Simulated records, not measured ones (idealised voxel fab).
Herein follows the process module entitled voxel ribs on slabs.
The width of the displayed cross-section, cut, is 265 nm; its cells are square, with a size of 5 nm.
In this document a cross-section is written as a grid of square cells. It is given as a series of bands, listed from the top down, and a band is one or more rows of cells.
Read a band's entry like this: the first values are the height of its top and the height of its bottom in nm, and what follows is the sequence of materials from left to right, each with its width in nm. Note that "empty" is empty space, and that a single material marked "throughout" reaches across the band from edge to edge.
We count height from 0. Below that, the starting wafer is all one material. The lowest band never ends at the bottom but goes on down; see "0..down" for how that is written.
Quick explanation for "30 to 40": the width changes in equal steps down the rows of cells, from the first number in the band's top row to the second number in its bottom row.
Where a step carries "everything unchanged", the cross-section came out of it unchanged, cell for cell.
Any empty space of 8 cells or more lacking an open way to the top shows up in "Closed cavities" as width x height at distance, distance from the left edge, in nm.
On each step's line, the part that comes after the settings is the simulator's own comment on the step.
Regarding "overlay nm": on a step with a mask, it is the distance the mask lay to the right of its planned place; a negative value places it to the left.
The steps planned for the process are as follows
| 1 | RECEIVE,material Si |
| 2 | DIRECTIONAL_DEP,material SiO2,thk nm 20 |
| 3 | DIRECTIONAL_DEP,material polySi,thk nm 15 |
| 4 | PATTERN,tone cover,mask id RIB,material resist,width nm 30,thk nm 15,overlay nm 0 |
| 5 | DIRECTIONAL_ETCH,etch materials polySi,depth nm 5 |
| 6 | STRIP,etch materials resist |
| 7 | PATTERN,tone cover,mask id SLAB,material resist,width nm 80,thk nm 20,overlay nm 0 |
| 8 | DIRECTIONAL_ETCH,etch materials polySi,depth nm 10 |
| 9 | STRIP,etch materials resist |
| 10 | FILL_DEP,material SiO2,thk nm 20 |
| 11 | CMP,height nm 50 |
| 12 | DIRECTIONAL_DEP,material TiN,thk nm 5 |
| 13 | DIRECTIONAL_DEP,material aC,thk nm 10 |
| 14 | PATTERN,tone cover,mask id HEATER,material resist,width nm 40,thk nm 25,overlay nm 0 |
| 15 | DIRECTIONAL_ETCH,etch materials aC,depth nm 10 |
| 16 | STRIP,etch materials resist |
| 17 | DIRECTIONAL_ETCH,etch materials TiN,depth nm 5 |
| 18 | STRIP,etch materials aC |
| 19 | CONFORMAL_DEP,material SiN,thk nm 5 |
As received, after step 1
> 0..down = Si throughout
> Closed cavities: none
Module complete, cross-section. Starting point and plan per above. One mistake made in running the module
> 60..55 = empty: 105 / SiN: 50 / empty: 110
> 55..50 = SiN: 110 / TiN: 40 / SiN: 115
> 50..35 = SiO2 throughout
> 35..20 = SiO2: 115 / polySi: 30 / SiO2: 120
> 20..0 = SiO2 throughout
> 0..down = Si throughout
> Closed cavities: none
Heads up, the wafer didn't run the way we planned it: step 5 off recipe, ran as DIRECTIONAL_ETCH,etch materials polySi,depth nm 15
